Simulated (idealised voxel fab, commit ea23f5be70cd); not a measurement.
Process module in this document: voxel capacitor over wiring
Section cut is 290 nm wide and gridded with 5 nm square cells.
Each cross-section below is a grid of square cells, stated as bands in top-down order, with one or more rows of cells making up each band.
Band entry format. Leading values: height of top, height of bottom, nm. Remainder: materials in left-to-right order, each with its width in nm. Special words: "full width" on a single material, which then fills the band edge to edge; "blank", empty space.
A quick word on heights: they are counted from 0, and under that level the wafer as it came to us is one material throughout. The lowest band is different from the rest in having no bottom; it simply continues downward, written as in "z 0 and below".
Width "30->40": first value at the band's top row of cells, second value at its bottom row, equal change from row to row.
"everything unchanged" for a step: no cell of the cross-section changed in that step.
If an empty space has no open way to the top and is at least 8 cells in size, "Sealed cavities" lists it, written width x height at distance, where distance is measured from the left edge and every value is in nm.
Step line, after settings: the simulator's comment on this step.
If you see "overlay nm" on a step's line and that step has a mask, it's telling you how far right of where it was planned the mask ended up; a negative number means it went left instead.

The steps planned for the process are as follows:
1. RECEIVE (material Si)
2. CONFORMAL_DEP (material SiO2; thk nm 15)
3. DIRECTIONAL_DEP (material TiN; thk nm 5)
4. DIRECTIONAL_DEP (material W; thk nm 25)
5. DIRECTIONAL_DEP (material aC; thk nm 15)
6. PATTERN (tone cover; mask id METAL_1; material resist; width nm 30; pitch nm 90; thk nm 30; overlay nm 0)
7. DIRECTIONAL_ETCH (etch materials aC; depth nm 15)
8. STRIP (etch materials resist)
9. DIRECTIONAL_ETCH (etch materials W; depth nm 25)
10. DIRECTIONAL_ETCH (etch materials TiN; depth nm 5)
11. STRIP (etch materials aC)
12. FILL_DEP (material SiO2; thk nm 5)
13. CMP (height nm 45)
14. CONFORMAL_DEP (material SiCN; thk nm 5)
15. DIRECTIONAL_DEP (material lowk; thk nm 20)
16. MASKED_ETCH (tone open; mask id PLUG_1; width nm 15; etch materials lowk; depth nm 20; overlay nm 0)
17. MASKED_ETCH (tone open; mask id PLUG_1; width nm 15; etch materials SiCN; depth nm 5; overlay nm 0)
18. CONFORMAL_DEP (material TiN; thk nm 5)
19. FILL_DEP (material W; thk nm 10)
20. CMP (height nm 70)
21. DIRECTIONAL_DEP (material TiN; thk nm 10)
22. DIRECTIONAL_DEP (material Al2O3; thk nm 5)
23. DIRECTIONAL_DEP (material TiN; thk nm 10)
24. DIRECTIONAL_DEP (material aC; thk nm 15)
25. PATTERN (tone cover; mask id UPPER_PLATE; material resist; width nm 65; thk nm 35; overlay nm 0)
26. DIRECTIONAL_ETCH (etch materials aC; depth nm 15)
27. STRIP (etch materials resist)
28. DIRECTIONAL_ETCH (etch materials TiN; depth nm 10)
29. DIRECTIONAL_ETCH (etch materials Al2O3; depth nm 5)
30. STRIP (etch materials aC)
31. PATTERN (tone cover; mask id LOWER_PLATE; material resist; width nm 75; thk nm 15; overlay nm 0)
32. DIRECTIONAL_ETCH (etch materials TiN; depth nm 10)
33. STRIP (etch materials resist)
34. FILL_DEP (material SiO2; thk nm 15)
35. CMP (height nm 105)
36. MASKED_ETCH (tone open; mask id PLUG_2; width nm 15; etch materials SiO2; depth nm 10; overlay nm 0)
37. CONFORMAL_DEP (material TiN; thk nm 5)
38. FILL_DEP (material Cu; thk nm 5)
39. CMP (height nm 105)
40. CONFORMAL_DEP (material SiCN; thk nm 5)

Cross-section of the wafer at receipt, which is the condition after step 1:
    z 0 and below: Si full width
    Sealed cavities: none

Look at the cross-section after the module: the wafer started out the way shown above and the plan was the one shown above, yet one mistake was made along the way:
    z 110 to 105: SiCN full width
    z 105 to 100: SiO2=110, TiN=5, Cu=5, TiN=5, SiO2=165
    z 100 to 95: SiO2=110, TiN=15, SiO2=165
    z 95 to 85: SiO2=100, TiN=65, SiO2=125
    z 85 to 80: SiO2=100, Al2O3=65, SiO2=125
    z 80 to 70: SiO2=95, TiN=75, SiO2=120
    z 70 to 50: lowk=100, TiN=5, W=5, TiN=5, lowk=175
    z 50 to 45: SiCN=100, TiN=15, SiCN=175
    z 45 to 20: W=85, SiO2=30, W=60, SiO2=30, W=85
    z 20 to 15: TiN=85, SiO2=30, TiN=60, SiO2=30, TiN=85
    z 15 to 0: SiO2 full width
    z 0 and below: Si full width
    Sealed cavities: none
What was done differently from what was planned? step 6 did not happen as planned, as run it was PATTERN (tone open; mask id METAL_1; material resist; width nm 30; pitch nm 90; thk nm 30; overlay nm 0)
